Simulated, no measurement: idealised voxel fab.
process module | voxel lift off
cross-section cut | 220 nm wide | cells 5 nm
A cross-section is a grid of square cells, given in bands from the top down. A band is one or more rows of cells.
Each band's line starts with the height of the band's top and of its bottom, in nm. Then come its materials from left to right, each with its width in nm. One material with "throughout" fills the band from edge to edge. "air" is empty space.
Height 0 is the level under which the wafer as received is all one material. The lowest band goes on downwards, as in "0 down".
A width such as "30 to 40" changes by the same amount from each row of cells to the next, from the band's top row to its bottom row.
"no change" after a step means that no cell of the cross-section changed.
closed voids: empty space of 8 cells or more with no open way to the top, each as width x height at its distance from the left edge, in nm
after a step's settings: what the simulator itself notes on the step
overlay nm, on a step with a mask: how far to the right of its planned place the mask lay; to the left if negative
plan
1 op RECEIVE | material Si
2 op CONFORMAL_DEP | material SiO2 | thk nm 15
3 op PATTERN | tone open | mask id LINES | material resist | width nm 15 | pitch nm 40 | thk nm 25 | overlay nm -15
4 op DIRECTIONAL_DEP | material Ru | thk nm 10
5 op STRIP | etch materials resist
6 op CONFORMAL_DEP | material SiCN | thk nm 10
varied across the wafers: overlay nm of step 3. The plan shows the first wafer's value. All wafers start alike
first wafer as received, after step 1
  0 down: Si throughout
  closed voids: none
each wafer at the end: cells of each material gained (+) or lost (-) since it was received, then its closed voids
overlay nm -15 | +18 Ru | +112 SiCN | +132 SiO2 | closed voids: none
overlay nm -10 | +18 Ru | +112 SiCN | +132 SiO2 | closed voids: none
overlay nm -5 | +18 Ru | +112 SiCN | +132 SiO2 | closed voids: none
overlay nm 0 | +18 Ru | +112 SiCN | +132 SiO2 | closed voids: none
overlay nm 5 | +18 Ru | +112 SiCN | +132 SiO2 | closed voids: none
overlay nm 10 | +18 Ru | +112 SiCN | +132 SiO2 | closed voids: none
overlay nm 15 | +18 Ru | +112 SiCN | +132 SiO2 | closed voids: none
